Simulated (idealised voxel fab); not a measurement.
process module | voxel fin reveal
cross-section cut | 165 nm wide | cells 5 nm
A cross-section is a grid of square cells, given in bands from the top down. A band is one or more rows of cells.
Each band's line starts with the height of the band's top and of its bottom, in nm. Then come its materials from left to right, each with its width in nm. One material with "throughout" fills the band from edge to edge. "air" is empty space.
Height 0 is the level under which the wafer as received is all one material. The lowest band goes on downwards, as in "0 down".
A width such as "30 to 40" changes by the same amount from each row of cells to the next, from the band's top row to its bottom row.
"no change" after a step means that no cell of the cross-section changed.
closed voids: empty space of 8 cells or more with no open way to the top, each as width x height at its distance from the left edge, in nm
after a step's settings: what the simulator itself notes on the step
overlay nm, on a step with a mask: how far to the right of its planned place the mask lay; to the left if negative
plan
1 op RECEIVE | material Si
2 op CONFORMAL_DEP | material SiN | thk nm 5
3 op MASKED_ETCH | tone cover | mask id FINS | width nm 15 | pitch nm 40 | etch materials SiN | depth nm 5 | overlay nm 0
4 op MASKED_ETCH | tone cover | mask id FINS | width nm 15 | pitch nm 40 | etch materials Si | depth nm 40 | overlay nm 0
5 op OXIDIZE | depth nm 5
6 op FILL_DEP | material SiO2 | thk nm 10
7 op CMP | height nm 5
8 op SELECTIVE_ETCH | etch materials SiO2 | depth nm 25
9 op STRIP | etch materials SiN
10 op CONFORMAL_DEP | material SiO2 | thk nm 5
as received, after step 1
  0 down: Si throughout
  closed voids: none
first wafer at the end, as planned
  5 to 0: air 55 | SiO2 15 | air 25 | SiO2 15 | air 55
  0 to -15: air 55 | SiO2 5 | Si 5 | SiO2 5 | air 25 | SiO2 5 | Si 5 | SiO2 5 | air 55
  -15 to -45: SiO2 60 | Si 5 | SiO2 35 | Si 5 | SiO2 60
  -45 down: Si throughout
  closed voids: none
second wafer at the end: like start, like plan, one mistake
  0 to -20: air 60 | Si 5 | air 35 | Si 5 | air 60
  -20 to -45: SiO2 60 | Si 5 | SiO2 35 | Si 5 | SiO2 60
  -45 down: Si throughout
  closed voids: none
what went wrong: step 10 was left out
at the end the second wafer has, in cells: 49 fewer of SiO2
